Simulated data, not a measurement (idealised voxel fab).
The name of this process module is voxel gate over fins.
FYI the section here is cut, 300 nm wide, cells are 5 nm squares.
Format of a cross-section: grid, square cells. Given as bands. Order: top down. Band: one or more rows of cells. Read a band's entry like this: the first values are the height of its top and the height of its bottom in nm, and what follows is the sequence of materials from left to right, each with its width in nm. Note that "empty" is empty space, and that a single material marked "everywhere" reaches across the band from edge to edge. Beneath 0, the wafer as received is one material, and that level is where height counting begins. The lowest band goes on downward without a bottom; it is written like "0 down". Graded width ("30 to 40"): value in top row of band = first number; value in bottom row = second number; row-to-row change constant. For the purposes of this document, the phrase "all unchanged" attached to a step denotes that no cell within the cross-section was modified by that step. "Catalogued sealed voids" means: voids of 8 cells or more that are shut off from the top with no open way through. Written width x height at distance, distance from the left edge, in nm. If you see something after the settings on a step's line, that's the simulator's own remark about that step. The optional step-line setting "overlay nm" applies to steps with a mask and quantifies how far to the right of its planned location the mask lay, a negative value indicating leftward placement.
-- Process steps foreseen in the plan
1) RECEIVE,material Si
2) CONFORMAL_DEP,material SiN,thk nm 5
3) DIRECTIONAL_DEP,material aC,thk nm 10
4) PATTERN,tone cover,mask id FINS,material resist,width nm 15,pitch nm 40,thk nm 30,overlay nm 0
5) DIRECTIONAL_ETCH,etch materials aC,depth nm 10
6) STRIP,etch materials resist
7) DIRECTIONAL_ETCH,etch materials SiN,depth nm 5
8) DIRECTIONAL_ETCH,etch materials Si,depth nm 30
9) STRIP,etch materials aC
10) OXIDIZE,depth nm 5
11) FILL_DEP,material SiO2,thk nm 10
12) CMP,height nm 5
13) SELECTIVE_ETCH,etch materials SiO2,depth nm 20
14) STRIP,etch materials SiN
15) CONFORMAL_DEP,material HfO2,thk nm 5
16) CONFORMAL_DEP,material TiN,thk nm 5
17) CONFORMAL_DEP,material TiAl,thk nm 5
18) CONFORMAL_DEP,material TiN,thk nm 5
19) FILL_DEP,material W,thk nm 15
20) CMP,height nm 30
21) CONFORMAL_DEP,material SiCN,thk nm 5
-- The first of a set of two wafers, run to plan
-- Wafer cross-section on receipt, i.e. after step 1
> 0 down | Si everywhere
> Catalogued sealed voids: none
-- Sectional view: wafer, after step 2
> 5 to 0 | SiN everywhere
> Beneath the level 0, the cross-section is identical to its previous state.
-- Sectional view: wafer, after step 3
> 15 to 5 | aC everywhere
> Beneath the level 5, the cross-section is identical to its previous state.
-- Sectional view: wafer, after step 4
> 45 to 15 | 100 nm empty, 15 nm resist, 25 nm empty, 15 nm resist, 25 nm empty, 15 nm resist, 105 nm empty
> Beneath the level 15, the cross-section is identical to its previous state.
-- Sectional view: wafer, after step 5
> 35 to 15 | 100 nm empty, 15 nm resist, 25 nm empty, 15 nm resist, 25 nm empty, 15 nm resist, 105 nm empty
> 15 to 5 | 100 nm empty, 15 nm aC, 25 nm empty, 15 nm aC, 25 nm empty, 15 nm aC, 105 nm empty
> Beneath the level 5, the cross-section is identical to its previous state.
-- Sectional view: wafer, after step 6
> 15 to 5 | 100 nm empty, 15 nm aC, 25 nm empty, 15 nm aC, 25 nm empty, 15 nm aC, 105 nm empty
> Beneath the level 5, the cross-section is identical to its previous state.
-- Sectional view: wafer, after step 7
> 15 to 5 | 100 nm empty, 15 nm aC, 25 nm empty, 15 nm aC, 25 nm empty, 15 nm aC, 105 nm empty
> 5 to 0 | 100 nm empty, 15 nm SiN, 25 nm empty, 15 nm SiN, 25 nm empty, 15 nm SiN, 105 nm empty
> Beneath the level 0, the cross-section is identical to its previous state.
-- Sectional view: wafer, after step 8
> 15 to 5 | 100 nm empty, 15 nm aC, 25 nm empty, 15 nm aC, 25 nm empty, 15 nm aC, 105 nm empty
> 5 to 0 | 100 nm empty, 15 nm SiN, 25 nm empty, 15 nm SiN, 25 nm empty, 15 nm SiN, 105 nm empty
> 0 to -30 | 100 nm empty, 15 nm Si, 25 nm empty, 15 nm Si, 25 nm empty, 15 nm Si, 105 nm empty
> Beneath the level -30, the cross-section is identical to its previous state.
-- Sectional view: wafer, after step 9
> 5 to 0 | 100 nm empty, 15 nm SiN, 25 nm empty, 15 nm SiN, 25 nm empty, 15 nm SiN, 105 nm empty
> Beneath the level 0, the cross-section is identical to its previous state.
-- Sectional view: wafer, after step 10
> 5 to 0 | 100 nm empty, 15 nm SiN, 25 nm empty, 15 nm SiN, 25 nm empty, 15 nm SiN, 105 nm empty
> 0 to -30 | 100 nm empty, 5 nm SiO2, 5 nm Si, 5 nm SiO2, 25 nm empty, 5 nm SiO2, 5 nm Si, 5 nm SiO2, 25 nm empty, 5 nm SiO2, 5 nm Si, 5 nm SiO2, 105 nm empty
> -30 to -35 | 105 nm SiO2, 5 nm Si, 35 nm SiO2, 5 nm Si, 35 nm SiO2, 5 nm Si, 110 nm SiO2
> Beneath the level -35, the cross-section is identical to its previous state.
-- Sectional view: wafer, after step 11
> 15 to 5 | SiO2 everywhere
> 5 to 0 | 100 nm SiO2, 15 nm SiN, 25 nm SiO2, 15 nm SiN, 25 nm SiO2, 15 nm SiN, 105 nm SiO2
> 0 to -35 | 105 nm SiO2, 5 nm Si, 35 nm SiO2, 5 nm Si, 35 nm SiO2, 5 nm Si, 110 nm SiO2
> Beneath the level -35, the cross-section is identical to its previous state.
-- Sectional view: wafer, after step 12
> 5 to 0 | 100 nm SiO2, 15 nm SiN, 25 nm SiO2, 15 nm SiN, 25 nm SiO2, 15 nm SiN, 105 nm SiO2
> Beneath the level 0, the cross-section is identical to its previous state.
-- Sectional view: wafer, after step 13
> 5 to 0 | 100 nm empty, 15 nm SiN, 25 nm empty, 15 nm SiN, 25 nm empty, 15 nm SiN, 105 nm empty
> 0 to -15 | 105 nm empty, 5 nm Si, 35 nm empty, 5 nm Si, 35 nm empty, 5 nm Si, 110 nm empty
> Beneath the level -15, the cross-section is identical to its previous state.
-- Sectional view: wafer, after step 14
> 0 to -15 | 105 nm empty, 5 nm Si, 35 nm empty, 5 nm Si, 35 nm empty, 5 nm Si, 110 nm empty
> Beneath the level -15, the cross-section is identical to its previous state.
-- Sectional view: wafer, after step 15
> 5 to 0 | 100 nm empty, 15 nm HfO2, 25 nm empty, 15 nm HfO2, 25 nm empty, 15 nm HfO2, 105 nm empty
> 0 to -10 | 100 nm empty, 5 nm HfO2, 5 nm Si, 5 nm HfO2, 25 nm empty, 5 nm HfO2, 5 nm Si, 5 nm HfO2, 25 nm empty, 5 nm HfO2, 5 nm Si, 5 nm HfO2, 105 nm empty
> -10 to -15 | 105 nm HfO2, 5 nm Si, 35 nm HfO2, 5 nm Si, 35 nm HfO2, 5 nm Si, 110 nm HfO2
> Beneath the level -15, the cross-section is identical to its previous state.
-- Sectional view: wafer, after step 16
> 10 to 5 | 95 nm empty, 25 nm TiN, 15 nm empty, 25 nm TiN, 15 nm empty, 25 nm TiN, 100 nm empty
> 5 to 0 | 95 nm empty, 5 nm TiN, 15 nm HfO2, 5 nm TiN, 15 nm empty, 5 nm TiN, 15 nm HfO2, 5 nm TiN, 15 nm empty, 5 nm TiN, 15 nm HfO2, 5 nm TiN, 100 nm empty
> 0 to -5 | 95 nm empty, 5 nm TiN, 5 nm HfO2, 5 nm Si, 5 nm HfO2, 5 nm TiN, 15 nm empty, 5 nm TiN, 5 nm HfO2, 5 nm Si, 5 nm HfO2, 5 nm TiN, 15 nm empty, 5 nm TiN, 5 nm HfO2, 5 nm Si, 5 nm HfO2, 5 nm TiN, 100 nm empty
> -5 to -10 | 100 nm TiN, 5 nm HfO2, 5 nm Si, 5 nm HfO2, 25 nm TiN, 5 nm HfO2, 5 nm Si, 5 nm HfO2, 25 nm TiN, 5 nm HfO2, 5 nm Si, 5 nm HfO2, 105 nm TiN
> Beneath the level -10, the cross-section is identical to its previous state.
-- Sectional view: wafer, after step 17
> 15 to 10 | 90 nm empty, 35 nm TiAl, 5 nm empty, 35 nm TiAl, 5 nm empty, 35 nm TiAl, 95 nm empty
> 10 to 5 | 90 nm empty, 5 nm TiAl, 25 nm TiN, 5 nm TiAl, 5 nm empty, 5 nm TiAl, 25 nm TiN, 5 nm TiAl, 5 nm empty, 5 nm TiAl, 25 nm TiN, 5 nm TiAl, 95 nm empty
> 5 to 0 | 90 nm empty, 5 nm TiAl, 5 nm TiN, 15 nm HfO2, 5 nm TiN, 5 nm TiAl, 5 nm empty, 5 nm TiAl, 5 nm TiN, 15 nm HfO2, 5 nm TiN, 5 nm TiAl, 5 nm empty, 5 nm TiAl, 5 nm TiN, 15 nm HfO2, 5 nm TiN, 5 nm TiAl, 95 nm empty
> 0 to -5 | 95 nm TiAl, 5 nm TiN, 5 nm HfO2, 5 nm Si, 5 nm HfO2, 5 nm TiN, 15 nm TiAl, 5 nm TiN, 5 nm HfO2, 5 nm Si, 5 nm HfO2, 5 nm TiN, 15 nm TiAl, 5 nm TiN, 5 nm HfO2, 5 nm Si, 5 nm HfO2, 5 nm TiN, 100 nm TiAl
> Beneath the level -5, the cross-section is identical to its previous state.
-- Sectional view: wafer, after step 18
> 20 to 15 | 85 nm empty, 125 nm TiN, 90 nm empty
> 15 to 10 | 85 nm empty, 5 nm TiN, 35 nm TiAl, 5 nm TiN, 35 nm TiAl, 5 nm TiN, 35 nm TiAl, 5 nm TiN, 90 nm empty
> 10 to 5 | 85 nm empty, 5 nm TiN, 5 nm TiAl, 25 nm TiN, 5 nm TiAl, 5 nm TiN, 5 nm TiAl, 25 nm TiN, 5 nm TiAl, 5 nm TiN, 5 nm TiAl, 25 nm TiN, 5 nm TiAl, 5 nm TiN, 90 nm empty
> 5 to 0 | 90 nm TiN, 5 nm TiAl, 5 nm TiN, 15 nm HfO2, 5 nm TiN, 5 nm TiAl, 5 nm TiN, 5 nm TiAl, 5 nm TiN, 15 nm HfO2, 5 nm TiN, 5 nm TiAl, 5 nm TiN, 5 nm TiAl, 5 nm TiN, 15 nm HfO2, 5 nm TiN, 5 nm TiAl, 95 nm TiN
> Beneath the level 0, the cross-section is identical to its previous state.
-- Sectional view: wafer, after step 19
> 35 to 20 | W everywhere
> 20 to 15 | 85 nm W, 125 nm TiN, 90 nm W
> 15 to 10 | 85 nm W, 5 nm TiN, 35 nm TiAl, 5 nm TiN, 35 nm TiAl, 5 nm TiN, 35 nm TiAl, 5 nm TiN, 90 nm W
> 10 to 5 | 85 nm W, 5 nm TiN, 5 nm TiAl, 25 nm TiN, 5 nm TiAl, 5 nm TiN, 5 nm TiAl, 25 nm TiN, 5 nm TiAl, 5 nm TiN, 5 nm TiAl, 25 nm TiN, 5 nm TiAl, 5 nm TiN, 90 nm W
> Beneath the level 5, the cross-section is identical to its previous state.
-- Sectional view: wafer, after step 20
> 30 to 20 | W everywhere
> Beneath the level 20, the cross-section is identical to its previous state.
-- Sectional view: wafer, after step 21
> 35 to 30 | SiCN everywhere
> Beneath the level 30, the cross-section is identical to its previous state.
-- The second wafer began exactly as the first did and followed the same plan, but one mistake was made while running it; through step 14 inclusive, the two wafers are identical
-- Cross-section: second wafer, time at which step 15 was scheduled to end
> 5 to 0 | 100 nm empty, 15 nm TiN, 25 nm empty, 15 nm TiN, 25 nm empty, 15 nm TiN, 105 nm empty
> 0 to -10 | 100 nm empty, 5 nm TiN, 5 nm Si, 5 nm TiN, 25 nm empty, 5 nm TiN, 5 nm Si, 5 nm TiN, 25 nm empty, 5 nm TiN, 5 nm Si, 5 nm TiN, 105 nm empty
> -10 to -15 | 105 nm TiN, 5 nm Si, 35 nm TiN, 5 nm Si, 35 nm TiN, 5 nm Si, 110 nm TiN
> Beneath the level -15, the cross-section is identical to its previous state.
-- Cross-section: second wafer, time at which step 16 was scheduled to end
> 10 to 5 | 95 nm empty, 25 nm HfO2, 15 nm empty, 25 nm HfO2, 15 nm empty, 25 nm HfO2, 100 nm empty
> 5 to 0 | 95 nm empty, 5 nm HfO2, 15 nm TiN, 5 nm HfO2, 15 nm empty, 5 nm HfO2, 15 nm TiN, 5 nm HfO2, 15 nm empty, 5 nm HfO2, 15 nm TiN, 5 nm HfO2, 100 nm empty
> 0 to -5 | 95 nm empty, 5 nm HfO2, 5 nm TiN, 5 nm Si, 5 nm TiN, 5 nm HfO2, 15 nm empty, 5 nm HfO2, 5 nm TiN, 5 nm Si, 5 nm TiN, 5 nm HfO2, 15 nm empty, 5 nm HfO2, 5 nm TiN, 5 nm Si, 5 nm TiN, 5 nm HfO2, 100 nm empty
> -5 to -10 | 100 nm HfO2, 5 nm TiN, 5 nm Si, 5 nm TiN, 25 nm HfO2, 5 nm TiN, 5 nm Si, 5 nm TiN, 25 nm HfO2, 5 nm TiN, 5 nm Si, 5 nm TiN, 105 nm HfO2
> Beneath the level -10, the cross-section is identical to its previous state.
-- Cross-section: second wafer, time at which step 17 was scheduled to end
> 15 to 10 | 90 nm empty, 35 nm TiAl, 5 nm empty, 35 nm TiAl, 5 nm empty, 35 nm TiAl, 95 nm empty
> 10 to 5 | 90 nm empty, 5 nm TiAl, 25 nm HfO2, 5 nm TiAl, 5 nm empty, 5 nm TiAl, 25 nm HfO2, 5 nm TiAl, 5 nm empty, 5 nm TiAl, 25 nm HfO2, 5 nm TiAl, 95 nm empty
> 5 to 0 | 90 nm empty, 5 nm TiAl, 5 nm HfO2, 15 nm TiN, 5 nm HfO2, 5 nm TiAl, 5 nm empty, 5 nm TiAl, 5 nm HfO2, 15 nm TiN, 5 nm HfO2, 5 nm TiAl, 5 nm empty, 5 nm TiAl, 5 nm HfO2, 15 nm TiN, 5 nm HfO2, 5 nm TiAl, 95 nm empty
> 0 to -5 | 95 nm TiAl, 5 nm HfO2, 5 nm TiN, 5 nm Si, 5 nm TiN, 5 nm HfO2, 15 nm TiAl, 5 nm HfO2, 5 nm TiN, 5 nm Si, 5 nm TiN, 5 nm HfO2, 15 nm TiAl, 5 nm HfO2, 5 nm TiN, 5 nm Si, 5 nm TiN, 5 nm HfO2, 100 nm TiAl
> Beneath the level -5, the cross-section is identical to its previous state.
-- Cross-section: second wafer, time at which step 18 was scheduled to end
> 20 to 15 | 85 nm empty, 125 nm TiN, 90 nm empty
> 15 to 10 | 85 nm empty, 5 nm TiN, 35 nm TiAl, 5 nm TiN, 35 nm TiAl, 5 nm TiN, 35 nm TiAl, 5 nm TiN, 90 nm empty
> 10 to 5 | 85 nm empty, 5 nm TiN, 5 nm TiAl, 25 nm HfO2, 5 nm TiAl, 5 nm TiN, 5 nm TiAl, 25 nm HfO2, 5 nm TiAl, 5 nm TiN, 5 nm TiAl, 25 nm HfO2, 5 nm TiAl, 5 nm TiN, 90 nm empty
> 5 to 0 | 90 nm TiN, 5 nm TiAl, 5 nm HfO2, 15 nm TiN, 5 nm HfO2, 5 nm TiAl, 5 nm TiN, 5 nm TiAl, 5 nm HfO2, 15 nm TiN, 5 nm HfO2, 5 nm TiAl, 5 nm TiN, 5 nm TiAl, 5 nm HfO2, 15 nm TiN, 5 nm HfO2, 5 nm TiAl, 95 nm TiN
> Beneath the level 0, the cross-section is identical to its previous state.
-- Cross-section: second wafer, time at which step 19 was scheduled to end
> 35 to 20 | W everywhere
> 20 to 15 | 85 nm W, 125 nm TiN, 90 nm W
> 15 to 10 | 85 nm W, 5 nm TiN, 35 nm TiAl, 5 nm TiN, 35 nm TiAl, 5 nm TiN, 35 nm TiAl, 5 nm TiN, 90 nm W
> 10 to 5 | 85 nm W, 5 nm TiN, 5 nm TiAl, 25 nm HfO2, 5 nm TiAl, 5 nm TiN, 5 nm TiAl, 25 nm HfO2, 5 nm TiAl, 5 nm TiN, 5 nm TiAl, 25 nm HfO2, 5 nm TiAl, 5 nm TiN, 90 nm W
> Beneath the level 5, the cross-section is identical to its previous state.
-- Cross-section: second wafer, time at which step 20 was scheduled to end
> 30 to 20 | W everywhere
> Beneath the level 20, the cross-section is identical to its previous state.
-- Cross-section: second wafer, time at which step 21 was scheduled to end
> 35 to 30 | SiCN everywhere
> Beneath the level 30, the cross-section is identical to its previous state.
Here's what went sideways: sequence error: steps 15 and 16 interchanged
In the final comparison it is observed that the number of cells assigned to each material is identical for the two wafers, whereas their placement is not.
